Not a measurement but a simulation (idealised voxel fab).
Title: Process Module voxel tone inversion
Displayed cross-section: cut, width of 170 nm, square cells sized 5 nm.
Square cells in a grid make up a cross-section in this document, and the grid is given as bands, listed from the top down, each one or more rows of cells. The band entry comprises the height of the band's top followed by the height of its bottom, expressed in nm, and subsequently the band's materials from left to right, each stated together with its width in nm. Where a single material is marked with the word "everywhere", that material fills the band from edge to edge. The word "empty" represents empty space. Below 0: as-received wafer, all one material; heights counted from there. Lowest band: no bottom, goes on down, written "z 0 and below". Top row gets the first number, bottom row gets the second, and each row in between changes by the same step: that is how a band width like "30..40" works. It should be understood that the words "no alterations made", when stated for a given step, signify that the cross-section underwent no change in any of its cells during that step. Closed empty spaces (no open way to the top) of 8 cells or more are what "Closed void register" lists, each as width x height at distance from the left edge, nm for all three. On each step's line, the part that comes after the settings is the simulator's own comment on the step. overlay nm: for a step with a mask, the amount by which the mask lay right of where it was planned; a negative amount means left of it.
The following list gives the planned process steps:
step 1: RECEIVE with material Si
step 2: CONFORMAL_DEP with material SiN, thk nm 10
step 3: DIRECTIONAL_DEP with material aC, thk nm 25
step 4: PATTERN with tone cover, mask id POSTS, material resist, width nm 25, pitch nm 40, thk nm 30, overlay nm 0
step 5: DIRECTIONAL_ETCH with etch materials aC, depth nm 25
step 6: STRIP with etch materials resist
step 7: FILL_DEP with material lowk, thk nm 10
step 8: CMP with height nm 35
step 9: STRIP with etch materials aC
step 10: CONFORMAL_DEP with material TiN, thk nm 5
step 11: FILL_DEP with material Ru, thk nm 10
step 12: CMP with height nm 35
step 13: CONFORMAL_DEP with material SiCN, thk nm 5
Cross-section of the wafer as it came to us, i.e., already through step 1:
    z 0 and below: Si everywhere
    Closed void register: none
Cross-sectional image of the first of two wafers at the end of the module, the run having proceeded as planned:
    z 40 to 35: SiCN everywhere
    z 35 to 15: 30 nm lowk, 5 nm TiN, 15 nm Ru, 5 nm TiN, 15 nm lowk, 5 nm TiN, 15 nm Ru, 5 nm TiN, 15 nm lowk, 5 nm TiN, 15 nm Ru, 5 nm TiN, 35 nm lowk
    z 15 to 10: 30 nm lowk, 25 nm TiN, 15 nm lowk, 25 nm TiN, 15 nm lowk, 25 nm TiN, 35 nm lowk
    z 10 to 0: SiN everywhere
    z 0 and below: Si everywhere
    Closed void register: none
Cross-section, wafer two of two, end of module: same start and plan as wafer one, one error in execution:
    z 40 to 35: SiCN everywhere
    z 35 to 15: 20 nm lowk, 5 nm TiN, 15 nm Ru, 5 nm TiN, 15 nm lowk, 5 nm TiN, 15 nm Ru, 5 nm TiN, 15 nm lowk, 5 nm TiN, 15 nm Ru, 5 nm TiN, 45 nm lowk
    z 15 to 10: 20 nm lowk, 25 nm TiN, 15 nm lowk, 25 nm TiN, 15 nm lowk, 25 nm TiN, 45 nm lowk
    z 10 to 0: SiN everywhere
    z 0 and below: Si everywhere
    Closed void register: none
Finding, execution versus plan: step 4 did not use the planned setting and instead ran as PATTERN with tone cover, mask id POSTS, material resist, width nm 25, pitch nm 40, thk nm 30, overlay nm -10
So at the finish, the second wafer's got exactly as many cells of each material as the first, just not in the same spots.
